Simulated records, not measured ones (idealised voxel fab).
This section sets out a process module, namely voxel transistor to metal.
Section shown: cut. Width: 170 nm. Cell size: 5 nm, square.
If you're reading a cross-section in this doc, picture square cells in a grid; it comes to you as bands, top ones listed first down to the bottom, and a band can be one or more rows of cells.
Read a band's entry like this: the first values are the height of its top and the height of its bottom in nm, and what follows is the sequence of materials from left to right, each with its width in nm. Note that "empty" is empty space, and that a single material marked "full width" reaches across the band from edge to edge.
The level at which height equals 0 is the one under which the wafer, as it arrives, is entirely one material. No lower edge exists for the bottom band, which continues downward and is notated as in "0 nm and below".
Note: "30..40" means the width goes from the first number (top row of the band) to the second number (bottom row) in equal steps per row of cells.
"stayed the same", as given for a step, is the statement that not any cell of the cross-section underwent a change during that step.
"Closed internal cavities" enumerates empty spaces isolated from the top, with no open way to it, that contain at least 8 cells, giving each as width x height at distance from the left edge, all three in nm.
Where a step's line continues beyond its settings, the continuation is a remark by the simulator itself on that step.
"overlay nm", when on a step's line for a step with a mask, measures how far to the right of its planned place the mask lay; a negative measure means to the left.
[The following list gives the planned process steps]
1. RECEIVE,material Si
2. CONFORMAL_DEP,material SiO2,thk nm 5
3. CONFORMAL_DEP,material SiN,thk nm 15
4. DIRECTIONAL_DEP,material aC,thk nm 10
5. PATTERN,tone cover,mask id ACTIVE,material resist,width nm 95,thk nm 25,overlay nm 0
6. DIRECTIONAL_ETCH,etch materials aC,depth nm 10
7. STRIP,etch materials resist
8. DIRECTIONAL_ETCH,etch materials SiN,depth nm 15
9. DIRECTIONAL_ETCH,etch materials SiO2,depth nm 5
10. DIRECTIONAL_ETCH,etch materials Si,depth nm 35
11. STRIP,etch materials aC
12. OXIDIZE,depth nm 5
13. FILL_DEP,material SiO2,thk nm 10
14. CMP,height nm 20
15. SELECTIVE_ETCH,etch materials SiO2,depth nm 10
16. STRIP,etch materials SiN
17. SELECTIVE_ETCH,etch materials SiO2,depth nm 5
18. OXIDIZE,depth nm 5
19. DIRECTIONAL_DEP,material polySi,thk nm 20
20. DIRECTIONAL_DEP,material SiCN,thk nm 15
21. MASKED_ETCH,tone cover,mask id GATE,width nm 15,etch materials SiCN,depth nm 25,overlay nm 0
22. MASKED_ETCH,tone cover,mask id GATE,width nm 15,etch materials polySi,depth nm 30,overlay nm 0
23. CONFORMAL_DEP,material SiN,thk nm 10
24. DIRECTIONAL_ETCH,etch materials SiN,depth nm 10
25. DIRECTIONAL_ETCH,etch materials SiO2,depth nm 5
26. DIRECTIONAL_ETCH,etch materials Si,depth nm 5
27. EPI,material SiGe,thk nm 10
28. FILL_DEP,material SiO2,thk nm 10
29. CMP,height nm 35
30. DIRECTIONAL_DEP,material SiO2,thk nm 15
31. DIRECTIONAL_DEP,material aC,thk nm 15
32. PATTERN,tone open,mask id CONTACT,material resist,width nm 15,pitch nm 70,thk nm 30,overlay nm 0
33. DIRECTIONAL_ETCH,etch materials aC,depth nm 15
34. STRIP,etch materials resist
35. DIRECTIONAL_ETCH,etch materials SiO2,depth nm 50
36. STRIP,etch materials aC
37. CONFORMAL_DEP,material TiN,thk nm 5
38. FILL_DEP,material Ru,thk nm 10
39. CMP,height nm 50
40. DIRECTIONAL_DEP,material TiN,thk nm 5
41. DIRECTIONAL_DEP,material W,thk nm 25
42. PATTERN,tone cover,mask id METAL_1,material resist,width nm 15,pitch nm 70,thk nm 20,overlay nm 0
43. DIRECTIONAL_ETCH,etch materials W,depth nm 25
44. DIRECTIONAL_ETCH,etch materials TiN,depth nm 5
45. STRIP,etch materials resist
46. FILL_DEP,material lowk,thk nm 10
47. CMP,height nm 80
48. CONFORMAL_DEP,material SiCN,thk nm 5
[The cross-section here shows the wafer as received, i.e. in its state after step 1]
  0 nm and below = Si full width
  Closed internal cavities: none
[What the wafer looks like in cross-section after this module, when it starts as shown above and follows the plan above but one mistake is made in running it]
  85 nm to 80 nm = SiCN full width
  80 nm to 55 nm = 40 of lowk, 15 of W, 55 of lowk, 15 of W, 45 of lowk
  55 nm to 50 nm = 40 of lowk, 15 of TiN, 55 of lowk, 15 of TiN, 45 of lowk
  50 nm to 35 nm = 40 of SiO2, 5 of TiN, 5 of Ru, 5 of TiN, 55 of SiO2, 5 of TiN, 5 of Ru, 5 of TiN, 45 of SiO2
  35 nm to 20 nm = 40 of SiO2, 5 of TiN, 5 of Ru, 5 of TiN, 10 of SiO2, 10 of SiN, 15 of SiCN, 10 of SiN, 10 of SiO2, 5 of TiN, 5 of Ru, 5 of TiN, 45 of SiO2
  20 nm to 10 nm = 40 of SiO2, 5 of TiN, 5 of Ru, 5 of TiN, 5 of SiO2, 10 of SiN, 20 of polySi, 10 of SiN, 10 of SiO2, 5 of TiN, 5 of Ru, 5 of TiN, 45 of SiO2
  10 nm to 5 nm = 40 of SiO2, 15 of TiN, 5 of SiO2, 10 of SiN, 20 of polySi, 10 of SiN, 10 of SiO2, 5 of TiN, 5 of Ru, 5 of TiN, 45 of SiO2
  5 nm to 0 nm = 30 of SiO2, 10 of SiN, 10 of TiN, 10 of SiGe, 10 of SiN, 20 of polySi, 10 of SiN, 10 of SiGe, 15 of TiN, 10 of SiN, 35 of SiO2
  0 nm to -5 nm = 40 of SiO2, 20 of SiGe, 40 of SiO2, 25 of SiGe, 45 of SiO2
  -5 nm to -10 nm = 40 of SiO2, 20 of SiGe, 40 of Si, 25 of SiGe, 45 of SiO2
  -10 nm to -40 nm = 40 of SiO2, 85 of Si, 45 of SiO2
  -40 nm and below = Si full width
  Closed internal cavities: none
What broke from the plan during processing? step 22, actual vs plan mismatch, actual run MASKED_ETCH,tone cover,mask id GATE,width nm 15,etch materials polySi,depth nm 30,overlay nm -5
